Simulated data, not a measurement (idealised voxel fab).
Title: Process Module voxel trench capacitor
Cross-section cut spans 210 nm and uses square cells 5 nm in size.
In this document a cross-section is written as a grid of square cells. It is given as a series of bands, listed from the top down, and a band is one or more rows of cells.
Quick guide to a band line: top height, bottom height (nm) up front; then every material left to right with its width in nm. Only one material and it's marked "all across"? Then it fills the band edge to edge. And "air" just means empty space.
For the purposes of this specification, 0 denotes the height below which the wafer in its as-received condition is composed wholly of one material, and the lowermost band, lacking a lower limit, extends downward without end, as expressed in "top 0, no bottom".
A two-number width, for instance "30 to 40", indicates that the width is equal to the first number in the top row of the band and to the second number in the bottom row, and that it changes by a constant amount per row of cells.
It should be understood that the words "nothing was modified", when stated for a given step, signify that the cross-section underwent no change in any of its cells during that step.
"Unvented internal voids" means: voids of 8 cells or more that are shut off from the top with no open way through. Written width x height at distance, distance from the left edge, in nm.
It should be noted that, on the line of a given step, the content following the step's settings is a remark produced by the simulator itself with respect to that step.
What "overlay nm" on a step's line means: if the step has a mask, that mask lay this far to the right of its planned place, or, when the value is negative, to the left.

-- Process steps - plan
1. op RECEIVE | material Si
2. op CONFORMAL_DEP | material SiN | thk nm 5
3. op MASKED_ETCH | tone open | mask id TRENCH | width nm 30 | pitch nm 60 | etch materials SiN | depth nm 5 | overlay nm 0
4. op MASKED_ETCH | tone open | mask id TRENCH | width nm 30 | pitch nm 60 | etch materials Si | depth nm 30 | overlay nm 0
5. op CONFORMAL_DEP | material Al2O3 | thk nm 5
6. op CONFORMAL_DEP | material TiN | thk nm 5
7. op FILL_DEP | material W | thk nm 10
8. op CMP | height nm 5

-- As-received wafer cross-section (after step 1)
	top 0, no bottom  Si all across
	Unvented internal voids: none

-- Same starting wafer, same plan as above, one mistake in the execution; this is the cross-section at the end of the module
	top 5, bottom 0  SiN (30) | TiN (5) | W (20) | TiN (5) | SiN (30) | TiN (5) | W (20) | TiN (5) | SiN (30) | TiN (5) | W (20) | TiN (5) | SiN (30)
	top 0, bottom -25  Si (30) | TiN (5) | W (20) | TiN (5) | Si (30) | TiN (5) | W (20) | TiN (5) | Si (30) | TiN (5) | W (20) | TiN (5) | Si (30)
	top -25, bottom -30  Si (30) | TiN (30) | Si (30) | TiN (30) | Si (30) | TiN (30) | Si (30)
	top -30, no bottom  Si all across
	Unvented internal voids: none
Want to know what went wrong? step 5 of the plan was jumped over and never run
